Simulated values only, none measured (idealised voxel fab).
Name of the process module below: voxel wiring stack
FYI the section here is cut, 300 nm wide, cells are 5 nm squares.
Heads up, the way a cross-section reads in here is a grid of square cells, handed over as bands from the top down, with every band being one or more rows of cells.
What a band's entry tells you: where the top is and where the bottom is, as heights in nm, and after that what lies inside, material by material from left to right, each with its width in nm. Empty space is written as the word "blank", and a single material marked with the word "edge to edge" occupies the band from edge to edge.
A quick word on heights: they are counted from 0, and under that level the wafer as it came to us is one material throughout. The lowest band is different from the rest in having no bottom; it simply continues downward, written as in "0..down".
With a width like "30 to 40", each row of cells in the band differs from the next by the same amount, the top row carrying the first number and the bottom row the second.
Where the words "remains unaltered" appear for a step, the cross-section shows no cell changed by that step; every cell remained as before.
This entry, "Catalogued sealed voids", enumerates those empty regions of no fewer than 8 cells that possess no open connection to the top. Each region is reported in the form width x height at distance, the distance being taken from the left edge, with all three quantities expressed in nm.
Heads up: the bit after the settings on a step's line is the simulator's remark on that step.
overlay nm: where the mask lay relative to plan, measured to the right, on steps with a mask; negatives go left.
The planned process steps are enumerated hereunder
1,RECEIVE with material Si
2,CONFORMAL_DEP with material SiO2, thk nm 15
3,DIRECTIONAL_DEP with material TiN, thk nm 5
4,DIRECTIONAL_DEP with material W, thk nm 25
5,DIRECTIONAL_DEP with material aC, thk nm 15
6,PATTERN with tone cover, mask id METAL_1, material resist, width nm 30, pitch nm 50, thk nm 35, overlay nm 0
7,DIRECTIONAL_ETCH with etch materials aC, depth nm 15
8,STRIP with etch materials resist
9,DIRECTIONAL_ETCH with etch materials W, depth nm 25
10,DIRECTIONAL_ETCH with etch materials TiN, depth nm 5
11,STRIP with etch materials aC
12,CONFORMAL_DEP with material SiCN, thk nm 5
13,FILL_DEP with material lowk, thk nm 10
14,CMP with height nm 45
15,CONFORMAL_DEP with material SiCN, thk nm 5
16,DIRECTIONAL_DEP with material SiO2, thk nm 15
17,DIRECTIONAL_DEP with material aC, thk nm 10
18,PATTERN with tone open, mask id PLUG_1, material resist, width nm 15, pitch nm 50, thk nm 30, overlay nm 0
19,DIRECTIONAL_ETCH with etch materials aC, depth nm 10
20,STRIP with etch materials resist
21,DIRECTIONAL_ETCH with etch materials SiO2, depth nm 15
22,DIRECTIONAL_ETCH with etch materials SiCN, depth nm 5
23,STRIP with etch materials aC
24,EPI with material Ru, thk nm 10
25,EPI with material Ru, thk nm 10
26,DIRECTIONAL_DEP with material TiN, thk nm 5
27,DIRECTIONAL_DEP with material Ru, thk nm 15
28,PATTERN with tone cover, mask id METAL_2, material resist, width nm 30, pitch nm 50, thk nm 15, overlay nm 0
29,DIRECTIONAL_ETCH with etch materials Ru, depth nm 15
30,DIRECTIONAL_ETCH with etch materials TiN, depth nm 5
31,STRIP with etch materials resist
32,CONFORMAL_DEP with material SiN, thk nm 5
33,FILL_DEP with material lowk, thk nm 10
34,CMP with height nm 85
35,CONFORMAL_DEP with material SiN, thk nm 5
Concerning the first of two wafers, which was run in accordance with the plan
Delivered wafer in cross-section: state after step 1
	0..down = Si edge to edge
	Catalogued sealed voids: none
How the wafer stands in section after step 2
	15..0 = SiO2 edge to edge
	Below a height of 0, the structure has not been altered.
How the wafer stands in section after step 3
	20..15 = TiN edge to edge
	Below a height of 15, the structure has not been altered.
How the wafer stands in section after step 4
	45..20 = W edge to edge
	Below a height of 20, the structure has not been altered.
How the wafer stands in section after step 5
	60..45 = aC edge to edge
	Below a height of 45, the structure has not been altered.
How the wafer stands in section after step 6
	95..60 = blank 85 nm, resist 30 nm, blank 20 nm, resist 30 nm, blank 20 nm, resist 30 nm, blank 85 nm
	Below a height of 60, the structure has not been altered.
How the wafer stands in section after step 7
	80..60 = blank 85 nm, resist 30 nm, blank 20 nm, resist 30 nm, blank 20 nm, resist 30 nm, blank 85 nm
	60..45 = blank 85 nm, aC 30 nm, blank 20 nm, aC 30 nm, blank 20 nm, aC 30 nm, blank 85 nm
	Below a height of 45, the structure has not been altered.
How the wafer stands in section after step 8
	60..45 = blank 85 nm, aC 30 nm, blank 20 nm, aC 30 nm, blank 20 nm, aC 30 nm, blank 85 nm
	Below a height of 45, the structure has not been altered.
How the wafer stands in section after step 9
	60..45 = blank 85 nm, aC 30 nm, blank 20 nm, aC 30 nm, blank 20 nm, aC 30 nm, blank 85 nm
	45..20 = blank 85 nm, W 30 nm, blank 20 nm, W 30 nm, blank 20 nm, W 30 nm, blank 85 nm
	Below a height of 20, the structure has not been altered.
How the wafer stands in section after step 10
	60..45 = blank 85 nm, aC 30 nm, blank 20 nm, aC 30 nm, blank 20 nm, aC 30 nm, blank 85 nm
	45..20 = blank 85 nm, W 30 nm, blank 20 nm, W 30 nm, blank 20 nm, W 30 nm, blank 85 nm
	20..15 = blank 85 nm, TiN 30 nm, blank 20 nm, TiN 30 nm, blank 20 nm, TiN 30 nm, blank 85 nm
	Below a height of 15, the structure has not been altered.
How the wafer stands in section after step 11
	45..20 = blank 85 nm, W 30 nm, blank 20 nm, W 30 nm, blank 20 nm, W 30 nm, blank 85 nm
	Below a height of 20, the structure has not been altered.
How the wafer stands in section after step 12
	50..45 = blank 80 nm, SiCN 40 nm, blank 10 nm, SiCN 40 nm, blank 10 nm, SiCN 40 nm, blank 80 nm
	45..20 = blank 80 nm, SiCN 5 nm, W 30 nm, SiCN 5 nm, blank 10 nm, SiCN 5 nm, W 30 nm, SiCN 5 nm, blank 10 nm, SiCN 5 nm, W 30 nm, SiCN 5 nm, blank 80 nm
	20..15 = SiCN 85 nm, TiN 30 nm, SiCN 20 nm, TiN 30 nm, SiCN 20 nm, TiN 30 nm, SiCN 85 nm
	Below a height of 15, the structure has not been altered.
How the wafer stands in section after step 13
	60..50 = lowk edge to edge
	50..45 = lowk 80 nm, SiCN 40 nm, lowk 10 nm, SiCN 40 nm, lowk 10 nm, SiCN 40 nm, lowk 80 nm
	45..20 = lowk 80 nm, SiCN 5 nm, W 30 nm, SiCN 5 nm, lowk 10 nm, SiCN 5 nm, W 30 nm, SiCN 5 nm, lowk 10 nm, SiCN 5 nm, W 30 nm, SiCN 5 nm, lowk 80 nm
	Below a height of 20, the structure has not been altered.
How the wafer stands in section after step 14
	45..20 = lowk 80 nm, SiCN 5 nm, W 30 nm, SiCN 5 nm, lowk 10 nm, SiCN 5 nm, W 30 nm, SiCN 5 nm, lowk 10 nm, SiCN 5 nm, W 30 nm, SiCN 5 nm, lowk 80 nm
	Below a height of 20, the structure has not been altered.
How the wafer stands in section after step 15
	50..45 = SiCN edge to edge
	Below a height of 45, the structure has not been altered.
How the wafer stands in section after step 16
	65..50 = SiO2 edge to edge
	Below a height of 50, the structure has not been altered.
How the wafer stands in section after step 17
	75..65 = aC edge to edge
	Below a height of 65, the structure has not been altered.
How the wafer stands in section after step 18
	105..75 = resist 85 nm, blank 15 nm, resist 35 nm, blank 15 nm, resist 35 nm, blank 15 nm, resist 100 nm
	Below a height of 75, the structure has not been altered.
How the wafer stands in section after step 19
	95..75 = resist 85 nm, blank 15 nm, resist 35 nm, blank 15 nm, resist 35 nm, blank 15 nm, resist 100 nm
	75..65 = aC 85 nm, blank 15 nm, aC 35 nm, blank 15 nm, aC 35 nm, blank 15 nm, aC 100 nm
	Below a height of 65, the structure has not been altered.
How the wafer stands in section after step 20
	75..65 = aC 85 nm, blank 15 nm, aC 35 nm, blank 15 nm, aC 35 nm, blank 15 nm, aC 100 nm
	Below a height of 65, the structure has not been altered.
How the wafer stands in section after step 21
	75..65 = aC 85 nm, blank 15 nm, aC 35 nm, blank 15 nm, aC 35 nm, blank 15 nm, aC 100 nm
	65..50 = SiO2 85 nm, blank 15 nm, SiO2 35 nm, blank 15 nm, SiO2 35 nm, blank 15 nm, SiO2 100 nm
	Below a height of 50, the structure has not been altered.
How the wafer stands in section after step 22
	75..65 = aC 85 nm, blank 15 nm, aC 35 nm, blank 15 nm, aC 35 nm, blank 15 nm, aC 100 nm
	65..50 = SiO2 85 nm, blank 15 nm, SiO2 35 nm, blank 15 nm, SiO2 35 nm, blank 15 nm, SiO2 100 nm
	50..45 = SiCN 85 nm, blank 15 nm, SiCN 35 nm, blank 15 nm, SiCN 35 nm, blank 15 nm, SiCN 100 nm
	Below a height of 45, the structure has not been altered.
How the wafer stands in section after step 23
	65..50 = SiO2 85 nm, blank 15 nm, SiO2 35 nm, blank 15 nm, SiO2 35 nm, blank 15 nm, SiO2 100 nm
	Below a height of 50, the structure has not been altered.
How the wafer stands in section after step 24
	65..55 = SiO2 85 nm, blank 15 nm, SiO2 35 nm, blank 15 nm, SiO2 35 nm, blank 15 nm, SiO2 100 nm
	55..50 = SiO2 85 nm, Ru 15 nm, SiO2 35 nm, Ru 15 nm, SiO2 35 nm, Ru 15 nm, SiO2 100 nm
	50..45 = SiCN 85 nm, Ru 15 nm, SiCN 35 nm, Ru 15 nm, SiCN 35 nm, Ru 15 nm, SiCN 100 nm
	Below a height of 45, the structure has not been altered.
How the wafer stands in section after step 25
	65..50 = SiO2 85 nm, Ru 15 nm, SiO2 35 nm, Ru 15 nm, SiO2 35 nm, Ru 15 nm, SiO2 100 nm
	Below a height of 50, the structure has not been altered.
How the wafer stands in section after step 26
	70..65 = TiN edge to edge
	Below a height of 65, the structure has not been altered.
How the wafer stands in section after step 27
	85..70 = Ru edge to edge
	Below a height of 70, the structure has not been altered.
How the wafer stands in section after step 28
	100..85 = blank 85 nm, resist 30 nm, blank 20 nm, resist 30 nm, blank 20 nm, resist 30 nm, blank 85 nm
	Below a height of 85, the structure has not been altered.
How the wafer stands in section after step 29
	100..85 = blank 85 nm, resist 30 nm, blank 20 nm, resist 30 nm, blank 20 nm, resist 30 nm, blank 85 nm
	85..70 = blank 85 nm, Ru 30 nm, blank 20 nm, Ru 30 nm, blank 20 nm, Ru 30 nm, blank 85 nm
	Below a height of 70, the structure has not been altered.
How the wafer stands in section after step 30
	100..85 = blank 85 nm, resist 30 nm, blank 20 nm, resist 30 nm, blank 20 nm, resist 30 nm, blank 85 nm
	85..70 = blank 85 nm, Ru 30 nm, blank 20 nm, Ru 30 nm, blank 20 nm, Ru 30 nm, blank 85 nm
	70..65 = blank 85 nm, TiN 30 nm, blank 20 nm, TiN 30 nm, blank 20 nm, TiN 30 nm, blank 85 nm
	Below a height of 65, the structure has not been altered.
How the wafer stands in section after step 31
	85..70 = blank 85 nm, Ru 30 nm, blank 20 nm, Ru 30 nm, blank 20 nm, Ru 30 nm, blank 85 nm
	Below a height of 70, the structure has not been altered.
How the wafer stands in section after step 32
	90..85 = blank 80 nm, SiN 40 nm, blank 10 nm, SiN 40 nm, blank 10 nm, SiN 40 nm, blank 80 nm
	85..70 = blank 80 nm, SiN 5 nm, Ru 30 nm, SiN 5 nm, blank 10 nm, SiN 5 nm, Ru 30 nm, SiN 5 nm, blank 10 nm, SiN 5 nm, Ru 30 nm, SiN 5 nm, blank 80 nm
	70..65 = SiN 85 nm, TiN 30 nm, SiN 20 nm, TiN 30 nm, SiN 20 nm, TiN 30 nm, SiN 85 nm
	Below a height of 65, the structure has not been altered.
How the wafer stands in section after step 33
	100..90 = lowk edge to edge
	90..85 = lowk 80 nm, SiN 40 nm, lowk 10 nm, SiN 40 nm, lowk 10 nm, SiN 40 nm, lowk 80 nm
	85..70 = lowk 80 nm, SiN 5 nm, Ru 30 nm, SiN 5 nm, lowk 10 nm, SiN 5 nm, Ru 30 nm, SiN 5 nm, lowk 10 nm, SiN 5 nm, Ru 30 nm, SiN 5 nm, lowk 80 nm
	Below a height of 70, the structure has not been altered.
How the wafer stands in section after step 34
	85..70 = lowk 80 nm, SiN 5 nm, Ru 30 nm, SiN 5 nm, lowk 10 nm, SiN 5 nm, Ru 30 nm, SiN 5 nm, lowk 10 nm, SiN 5 nm, Ru 30 nm, SiN 5 nm, lowk 80 nm
	Below a height of 70, the structure has not been altered.
How the wafer stands in section after step 35
	90..85 = SiN edge to edge
	Below a height of 85, the structure has not been altered.
Wafer two. Same start, same plan, one slip in execution. Same as wafer one through step 5, inclusive
Cross-sectional representation of the second wafer at the time designated in the plan for the completion of step 6
	95..60 = resist 85 nm, blank 30 nm, resist 20 nm, blank 30 nm, resist 20 nm, blank 30 nm, resist 85 nm
	Below a height of 60, the structure has not been altered.
Cross-sectional representation of the second wafer at the time designated in the plan for the completion of step 7
	80..60 = resist 85 nm, blank 30 nm, resist 20 nm, blank 30 nm, resist 20 nm, blank 30 nm, resist 85 nm
	60..45 = aC 85 nm, blank 30 nm, aC 20 nm, blank 30 nm, aC 20 nm, blank 30 nm, aC 85 nm
	Below a height of 45, the structure has not been altered.
Cross-sectional representation of the second wafer at the time designated in the plan for the completion of step 8
	60..45 = aC 85 nm, blank 30 nm, aC 20 nm, blank 30 nm, aC 20 nm, blank 30 nm, aC 85 nm
	Below a height of 45, the structure has not been altered.
Cross-sectional representation of the second wafer at the time designated in the plan for the completion of step 9
	60..45 = aC 85 nm, blank 30 nm, aC 20 nm, blank 30 nm, aC 20 nm, blank 30 nm, aC 85 nm
	45..20 = W 85 nm, blank 30 nm, W 20 nm, blank 30 nm, W 20 nm, blank 30 nm, W 85 nm
	Below a height of 20, the structure has not been altered.
Cross-sectional representation of the second wafer at the time designated in the plan for the completion of step 10
	60..45 = aC 85 nm, blank 30 nm, aC 20 nm, blank 30 nm, aC 20 nm, blank 30 nm, aC 85 nm
	45..20 = W 85 nm, blank 30 nm, W 20 nm, blank 30 nm, W 20 nm, blank 30 nm, W 85 nm
	20..15 = TiN 85 nm, blank 30 nm, TiN 20 nm, blank 30 nm, TiN 20 nm, blank 30 nm, TiN 85 nm
	Below a height of 15, the structure has not been altered.
Cross-sectional representation of the second wafer at the time designated in the plan for the completion of step 11
	45..20 = W 85 nm, blank 30 nm, W 20 nm, blank 30 nm, W 20 nm, blank 30 nm, W 85 nm
	Below a height of 20, the structure has not been altered.
Cross-sectional representation of the second wafer at the time designated in the plan for the completion of step 12
	50..45 = SiCN 90 nm, blank 20 nm, SiCN 30 nm, blank 20 nm, SiCN 30 nm, blank 20 nm, SiCN 90 nm
	45..20 = W 85 nm, SiCN 5 nm, blank 20 nm, SiCN 5 nm, W 20 nm, SiCN 5 nm, blank 20 nm, SiCN 5 nm, W 20 nm, SiCN 5 nm, blank 20 nm, SiCN 5 nm, W 85 nm
	20..15 = TiN 85 nm, SiCN 30 nm, TiN 20 nm, SiCN 30 nm, TiN 20 nm, SiCN 30 nm, TiN 85 nm
	Below a height of 15, the structure has not been altered.
Cross-sectional representation of the second wafer at the time designated in the plan for the completion of step 13
	60..50 = lowk edge to edge
	50..45 = SiCN 90 nm, lowk 20 nm, SiCN 30 nm, lowk 20 nm, SiCN 30 nm, lowk 20 nm, SiCN 90 nm
	45..20 = W 85 nm, SiCN 5 nm, lowk 20 nm, SiCN 5 nm, W 20 nm, SiCN 5 nm, lowk 20 nm, SiCN 5 nm, W 20 nm, SiCN 5 nm, lowk 20 nm, SiCN 5 nm, W 85 nm
	Below a height of 20, the structure has not been altered.
Cross-sectional representation of the second wafer at the time designated in the plan for the completion of step 14
	45..20 = W 85 nm, SiCN 5 nm, lowk 20 nm, SiCN 5 nm, W 20 nm, SiCN 5 nm, lowk 20 nm, SiCN 5 nm, W 20 nm, SiCN 5 nm, lowk 20 nm, SiCN 5 nm, W 85 nm
	Below a height of 20, the structure has not been altered.
Cross-sectional representation of the second wafer at the time designated in the plan for the completion of step 15
	50..45 = SiCN edge to edge
	Below a height of 45, the structure has not been altered.
Cross-sectional representation of the second wafer at the time designated in the plan for the completion of step 16
	65..50 = SiO2 edge to edge
	Below a height of 50, the structure has not been altered.
Cross-sectional representation of the second wafer at the time designated in the plan for the completion of step 17
	75..65 = aC edge to edge
	Below a height of 65, the structure has not been altered.
Cross-sectional representation of the second wafer at the time designated in the plan for the completion of step 18
	105..75 = resist 85 nm, blank 15 nm, resist 35 nm, blank 15 nm, resist 35 nm, blank 15 nm, resist 100 nm
	Below a height of 75, the structure has not been altered.
Cross-sectional representation of the second wafer at the time designated in the plan for the completion of step 19
	95..75 = resist 85 nm, blank 15 nm, resist 35 nm, blank 15 nm, resist 35 nm, blank 15 nm, resist 100 nm
	75..65 = aC 85 nm, blank 15 nm, aC 35 nm, blank 15 nm, aC 35 nm, blank 15 nm, aC 100 nm
	Below a height of 65, the structure has not been altered.
Cross-sectional representation of the second wafer at the time designated in the plan for the completion of step 20
	75..65 = aC 85 nm, blank 15 nm, aC 35 nm, blank 15 nm, aC 35 nm, blank 15 nm, aC 100 nm
	Below a height of 65, the structure has not been altered.
Cross-sectional representation of the second wafer at the time designated in the plan for the completion of step 21
	75..65 = aC 85 nm, blank 15 nm, aC 35 nm, blank 15 nm, aC 35 nm, blank 15 nm, aC 100 nm
	65..50 = SiO2 85 nm, blank 15 nm, SiO2 35 nm, blank 15 nm, SiO2 35 nm, blank 15 nm, SiO2 100 nm
	Below a height of 50, the structure has not been altered.
Cross-sectional representation of the second wafer at the time designated in the plan for the completion of step 22
	75..65 = aC 85 nm, blank 15 nm, aC 35 nm, blank 15 nm, aC 35 nm, blank 15 nm, aC 100 nm
	65..50 = SiO2 85 nm, blank 15 nm, SiO2 35 nm, blank 15 nm, SiO2 35 nm, blank 15 nm, SiO2 100 nm
	50..45 = SiCN 85 nm, blank 15 nm, SiCN 35 nm, blank 15 nm, SiCN 35 nm, blank 15 nm, SiCN 100 nm
	Below a height of 45, the structure has not been altered.
Cross-sectional representation of the second wafer at the time designated in the plan for the completion of step 23
	65..50 = SiO2 85 nm, blank 15 nm, SiO2 35 nm, blank 15 nm, SiO2 35 nm, blank 15 nm, SiO2 100 nm
	Below a height of 50, the structure has not been altered.
Cross-sectional representation of the second wafer at the time designated in the plan for the completion of step 24: remains unaltered
Cross-sectional representation of the second wafer at the time designated in the plan for the completion of step 25: remains unaltered
Cross-sectional representation of the second wafer at the time designated in the plan for the completion of step 26
	70..65 = TiN 85 nm, blank 15 nm, TiN 35 nm, blank 15 nm, TiN 35 nm, blank 15 nm, TiN 100 nm
	65..50 = SiO2 85 nm, blank 15 nm, SiO2 35 nm, blank 15 nm, SiO2 35 nm, blank 15 nm, SiO2 100 nm
	50..45 = SiCN 85 nm, TiN 15 nm, SiCN 35 nm, TiN 15 nm, SiCN 35 nm, TiN 15 nm, SiCN 100 nm
	Below a height of 45, the structure has not been altered.
Cross-sectional representation of the second wafer at the time designated in the plan for the completion of step 27
	85..70 = Ru 85 nm, blank 15 nm, Ru 35 nm, blank 15 nm, Ru 35 nm, blank 15 nm, Ru 100 nm
	70..65 = TiN 85 nm, blank 15 nm, TiN 35 nm, blank 15 nm, TiN 35 nm, blank 15 nm, TiN 100 nm
	65..50 = SiO2 85 nm, Ru 15 nm, SiO2 35 nm, Ru 15 nm, SiO2 35 nm, Ru 15 nm, SiO2 100 nm
	Below a height of 50, the structure has not been altered.
Cross-sectional representation of the second wafer at the time designated in the plan for the completion of step 28
	100..85 = blank 85 nm, resist 30 nm, blank 20 nm, resist 30 nm, blank 20 nm, resist 30 nm, blank 85 nm
	85..70 = Ru 85 nm, resist 15 nm, Ru 35 nm, resist 15 nm, Ru 35 nm, resist 15 nm, Ru 100 nm
	70..65 = TiN 85 nm, resist 15 nm, TiN 35 nm, resist 15 nm, TiN 35 nm, resist 15 nm, TiN 100 nm
	Below a height of 65, the structure has not been altered.
Cross-sectional representation of the second wafer at the time designated in the plan for the completion of step 29
	100..85 = blank 85 nm, resist 30 nm, blank 20 nm, resist 30 nm, blank 20 nm, resist 30 nm, blank 85 nm
	85..70 = blank 85 nm, resist 15 nm, Ru 15 nm, blank 20 nm, resist 15 nm, Ru 15 nm, blank 20 nm, resist 15 nm, Ru 15 nm, blank 85 nm
	Below a height of 70, the structure has not been altered.
Cross-sectional representation of the second wafer at the time designated in the plan for the completion of step 30
	100..85 = blank 85 nm, resist 30 nm, blank 20 nm, resist 30 nm, blank 20 nm, resist 30 nm, blank 85 nm
	85..70 = blank 85 nm, resist 15 nm, Ru 15 nm, blank 20 nm, resist 15 nm, Ru 15 nm, blank 20 nm, resist 15 nm, Ru 15 nm, blank 85 nm
	70..65 = blank 85 nm, resist 15 nm, TiN 15 nm, blank 20 nm, resist 15 nm, TiN 15 nm, blank 20 nm, resist 15 nm, TiN 15 nm, blank 85 nm
	Below a height of 65, the structure has not been altered.
Cross-sectional representation of the second wafer at the time designated in the plan for the completion of step 31
	85..70 = blank 100 nm, Ru 15 nm, blank 35 nm, Ru 15 nm, blank 35 nm, Ru 15 nm, blank 85 nm
	70..65 = blank 100 nm, TiN 15 nm, blank 35 nm, TiN 15 nm, blank 35 nm, TiN 15 nm, blank 85 nm
	Below a height of 65, the structure has not been altered.
Cross-sectional representation of the second wafer at the time designated in the plan for the completion of step 32
	90..85 = blank 95 nm, SiN 25 nm, blank 25 nm, SiN 25 nm, blank 25 nm, SiN 25 nm, blank 80 nm
	85..70 = blank 95 nm, SiN 5 nm, Ru 15 nm, SiN 5 nm, blank 25 nm, SiN 5 nm, Ru 15 nm, SiN 5 nm, blank 25 nm, SiN 5 nm, Ru 15 nm, SiN 5 nm, blank 80 nm
	70..65 = SiN 100 nm, TiN 15 nm, SiN 35 nm, TiN 15 nm, SiN 35 nm, TiN 15 nm, SiN 85 nm
	Below a height of 65, the structure has not been altered.
Cross-sectional representation of the second wafer at the time designated in the plan for the completion of step 33
	100..90 = lowk edge to edge
	90..85 = lowk 95 nm, SiN 25 nm, lowk 25 nm, SiN 25 nm, lowk 25 nm, SiN 25 nm, lowk 80 nm
	85..70 = lowk 95 nm, SiN 5 nm, Ru 15 nm, SiN 5 nm, lowk 25 nm, SiN 5 nm, Ru 15 nm, SiN 5 nm, lowk 25 nm, SiN 5 nm, Ru 15 nm, SiN 5 nm, lowk 80 nm
	Below a height of 70, the structure has not been altered.
Cross-sectional representation of the second wafer at the time designated in the plan for the completion of step 34
	85..70 = lowk 95 nm, SiN 5 nm, Ru 15 nm, SiN 5 nm, lowk 25 nm, SiN 5 nm, Ru 15 nm, SiN 5 nm, lowk 25 nm, SiN 5 nm, Ru 15 nm, SiN 5 nm, lowk 80 nm
	Below a height of 70, the structure has not been altered.
Cross-sectional representation of the second wafer at the time designated in the plan for the completion of step 35
	90..85 = SiN edge to edge
	Below a height of 85, the structure has not been altered.
So what did we get wrong on this run? step 6 was run on a setting that differed from the plan, and what really ran there is PATTERN with tone open, mask id METAL_1, material resist, width nm 30, pitch nm 50, thk nm 35, overlay nm 0
at the end the second wafer has, in cells: Ru -36, SiCN -24, SiN +9, TiN +24, W +120, lowk -93
